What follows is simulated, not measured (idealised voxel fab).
This is a process module. Its name is voxel transistor to metal.
The figure presents cross-section cut, which has a width of 260 nm and is divided into square cells with an edge length of 5 nm.
Notation: cross-section as square-cell grid; stated in bands, top first, going down; one or more cell rows per band.
A band entry consists of two parts. The first gives the height of the band's top and the height of its bottom, in nm. The rest lists the band's materials from left to right, each with its width in nm. A single material labelled with the word "everywhere" fills the band from edge to edge, and the word "empty" marks empty space.
Heights are measured from 0, the level below which the as-received wafer is all one material; the lowest band has no bottom and continues downward, written as in "0..down".
A width given as "30 to 40" starts at the first number in the band's top row and ends at the second number in its bottom row, shifting by an equal amount at every step from row to row.
Take "nothing altered" at face value: in the step it is given for, the cross-section changed in none of its cells.
Basically, "Fully closed voids" tells you about the enclosed voids: empty spaces with no open way to the top, 8 cells or bigger, each written width x height at distance, where distance is from the left edge, all in nm.
Where a step's line continues beyond its settings, the continuation is a remark by the simulator itself on that step.
The "overlay nm" setting may appear on a step's line; for a step that uses a mask, it gives how far to the right of its planned position the mask lay, and a negative value indicates the left.

Here's what the planned process steps look like:
step 1: RECEIVE with material Si
step 2: CONFORMAL_DEP with material SiO2, thk nm 5
step 3: CONFORMAL_DEP with material SiN, thk nm 15
step 4: PATTERN with tone cover, mask id ACTIVE, material resist, width nm 90, pitch nm 120, thk nm 20, overlay nm 0
step 5: DIRECTIONAL_ETCH with etch materials SiN, depth nm 15
step 6: DIRECTIONAL_ETCH with etch materials SiO2, depth nm 5
step 7: DIRECTIONAL_ETCH with etch materials Si, depth nm 30
step 8: STRIP with etch materials resist
step 9: FILL_DEP with material SiO2, thk nm 5
step 10: CMP with height nm 20
step 11: SELECTIVE_ETCH with etch materials SiO2, depth nm 15
step 12: STRIP with etch materials SiN
step 13: SELECTIVE_ETCH with etch materials SiO2, depth nm 5
step 14: OXIDIZE with depth nm 5
step 15: DIRECTIONAL_DEP with material polySi, thk nm 25
step 16: DIRECTIONAL_DEP with material SiCN, thk nm 10
step 17: MASKED_ETCH with tone cover, mask id GATE, width nm 20, pitch nm 120, etch materials SiCN, depth nm 20, overlay nm 0
step 18: MASKED_ETCH with tone cover, mask id GATE, width nm 20, pitch nm 120, etch materials polySi, depth nm 35, overlay nm 0
step 19: CONFORMAL_DEP with material SiN, thk nm 5
step 20: DIRECTIONAL_ETCH with etch materials SiN, depth nm 5
step 21: DIRECTIONAL_ETCH with etch materials SiO2, depth nm 5
step 22: EPI with material SiGe, thk nm 5
step 23: FILL_DEP with material SiO2, thk nm 5
step 24: CMP with height nm 35
step 25: DIRECTIONAL_DEP with material SiO2, thk nm 10
step 26: DIRECTIONAL_DEP with material aC, thk nm 15
step 27: PATTERN with tone open, mask id CONTACT, material resist, width nm 25, thk nm 30, overlay nm 0
step 28: DIRECTIONAL_ETCH with etch materials aC, depth nm 15
step 29: STRIP with etch materials resist
step 30: DIRECTIONAL_ETCH with etch materials SiO2, depth nm 45
step 31: STRIP with etch materials aC
step 32: CONFORMAL_DEP with material TiN, thk nm 5
step 33: FILL_DEP with material W, thk nm 10
step 34: CMP with height nm 45
step 35: CONFORMAL_DEP with material SiN, thk nm 5
step 36: DIRECTIONAL_DEP with material SiO2, thk nm 25
step 37: DIRECTIONAL_DEP with material aC, thk nm 15
step 38: PATTERN with tone open, mask id METAL_1, material resist, width nm 15, thk nm 35, overlay nm 0
step 39: DIRECTIONAL_ETCH with etch materials aC, depth nm 15
step 40: STRIP with etch materials resist
step 41: DIRECTIONAL_ETCH with etch materials SiO2, depth nm 25
step 42: DIRECTIONAL_ETCH with etch materials SiN, depth nm 5
step 43: STRIP with etch materials aC
step 44: CONFORMAL_DEP with material TiN, thk nm 5
step 45: FILL_DEP with material Cu, thk nm 5
step 46: CMP with height nm 75
step 47: EPI with material Ru, thk nm 5
step 48: FILL_DEP with material SiCN, thk nm 5
step 49: DIRECTIONAL_DEP with material lowk, thk nm 25
step 50: PATTERN with tone open, mask id METAL_2, material resist, width nm 15, pitch nm 120, thk nm 15, overlay nm 0
step 51: DIRECTIONAL_ETCH with etch materials lowk, depth nm 15
step 52: STRIP with etch materials resist
step 53: DIRECTIONAL_DEP with material aC, thk nm 10
step 54: PATTERN with tone open, mask id METAL_2_HOLES, material resist, width nm 15, pitch nm 120, thk nm 30, overlay nm 0
step 55: DIRECTIONAL_ETCH with etch materials aC, depth nm 10
step 56: STRIP with etch materials resist
step 57: DIRECTIONAL_ETCH with etch materials lowk, depth nm 10
step 58: DIRECTIONAL_ETCH with etch materials SiCN, depth nm 5
step 59: STRIP with etch materials aC
step 60: CONFORMAL_DEP with material TiN, thk nm 5
step 61: FILL_DEP with material Cu, thk nm 5
step 62: CMP with height nm 110
step 63: CONFORMAL_DEP with material SiN, thk nm 5

Shown in cross-section is the wafer as received, that is, as it stands after step 1:
0..down | Si everywhere
Fully closed voids: none

Sectioned view, first of two wafers, at the close of the module, processed as intended in the plan:
115..110 | SiN everywhere
110..85 | lowk=30; TiN=5; Cu=5; TiN=5; lowk=105; TiN=5; Cu=5; TiN=5; lowk=95
85..80 | SiCN=30; TiN=15; SiCN=105; TiN=15; SiCN=95
80..75 | SiCN=25; Ru=25; SiCN=40; Ru=25; SiCN=30; Ru=25; SiCN=40; Ru=25; SiCN=25
75..50 | SiO2=30; TiN=5; Cu=5; TiN=5; SiO2=50; TiN=5; Cu=5; TiN=5; SiO2=40; TiN=5; Cu=5; TiN=5; SiO2=50; TiN=5; Cu=5; TiN=5; SiO2=30
50..45 | SiN=30; TiN=15; SiN=50; TiN=15; SiN=40; TiN=15; SiN=50; TiN=15; SiN=30
45..35 | SiO2=30; TiN=5; W=15; TiN=5; SiO2=30; TiN=5; W=15; TiN=5; SiO2=40; TiN=5; W=15; TiN=5; SiO2=30; TiN=5; W=15; TiN=5; SiO2=30
35..25 | SiO2=30; TiN=5; W=15; TiN=5; SiN=5; SiCN=20; SiN=5; TiN=5; W=15; TiN=5; SiO2=40; TiN=5; W=15; TiN=5; SiN=5; SiCN=20; SiN=5; TiN=5; W=15; TiN=5; SiO2=30
25..5 | SiO2=30; TiN=5; W=15; TiN=5; SiN=5; polySi=20; SiN=5; TiN=5; W=15; TiN=5; SiO2=40; TiN=5; W=15; TiN=5; SiN=5; polySi=20; SiN=5; TiN=5; W=15; TiN=5; SiO2=30
5..0 | SiO2=30; TiN=25; SiN=5; polySi=20; SiN=5; TiN=25; SiO2=40; TiN=25; SiN=5; polySi=20; SiN=5; TiN=25; SiO2=30
0..-5 | SiO2=20; SiGe=35; SiO2=30; SiGe=35; SiO2=20; SiGe=35; SiO2=30; SiGe=35; SiO2=20
-5..-30 | SiO2=25; Si=90; SiO2=30; Si=90; SiO2=25
-30..down | Si everywhere
Fully closed voids: none

Wafer two cross-section, module end. Start and plan unchanged from wafer one; one mistake made during the run:
115..110 | SiN everywhere
110..85 | lowk=30; TiN=5; Cu=5; TiN=5; lowk=105; TiN=5; Cu=5; TiN=5; lowk=95
85..80 | SiCN=30; TiN=15; SiCN=105; TiN=15; SiCN=95
80..75 | SiCN=25; Ru=25; SiCN=40; Ru=25; SiCN=30; Ru=25; SiCN=40; Ru=25; SiCN=25
75..50 | SiO2=30; TiN=5; Cu=5; TiN=5; SiO2=50; TiN=5; Cu=5; TiN=5; SiO2=40; TiN=5; Cu=5; TiN=5; SiO2=50; TiN=5; Cu=5; TiN=5; SiO2=30
50..45 | SiN=30; TiN=15; SiN=50; TiN=15; SiN=40; TiN=15; SiN=50; TiN=15; SiN=30
45..35 | SiO2=30; TiN=5; W=15; TiN=5; SiO2=30; TiN=5; W=15; TiN=5; SiO2=40; TiN=5; W=15; TiN=5; SiO2=30; TiN=5; W=15; TiN=5; SiO2=30
35..25 | SiO2=30; TiN=5; W=15; TiN=5; SiN=5; SiCN=20; SiN=5; TiN=5; W=15; TiN=5; SiO2=40; TiN=5; W=15; TiN=5; SiN=5; SiCN=20; SiN=5; TiN=5; W=15; TiN=5; SiO2=30
25..5 | SiO2=30; TiN=5; W=15; TiN=5; SiN=5; polySi=20; SiN=5; TiN=5; W=15; TiN=5; SiO2=40; TiN=5; W=15; TiN=5; SiN=5; polySi=20; SiN=5; TiN=5; W=15; TiN=5; SiO2=30
5..0 | SiO2=30; TiN=25; SiN=5; polySi=20; SiN=5; TiN=25; SiO2=40; TiN=25; SiN=5; polySi=20; SiN=5; TiN=25; SiO2=30
0..-5 | SiO2=20; SiN=5; SiGe=30; SiO2=30; SiGe=30; SiN=5; SiO2=20; SiN=5; SiGe=30; SiO2=30; SiGe=30; SiN=5; SiO2=20
-5..-15 | SiO2=20; SiN=5; SiO2=5; Si=80; SiO2=5; SiN=5; SiO2=20; SiN=5; SiO2=5; Si=80; SiO2=5; SiN=5; SiO2=20
-15..-20 | SiO2=30; Si=80; SiO2=40; Si=80; SiO2=30
-20..-30 | SiO2=25; Si=90; SiO2=30; Si=90; SiO2=25
-30..down | Si everywhere
Fully closed voids: none
Want to know what went wrong? plan step 11 was conducted twice
FYI, end of process, the second wafer has more or fewer cells of some materials than the first: -12 Si; -4 SiGe; +12 SiN; +4 SiO2
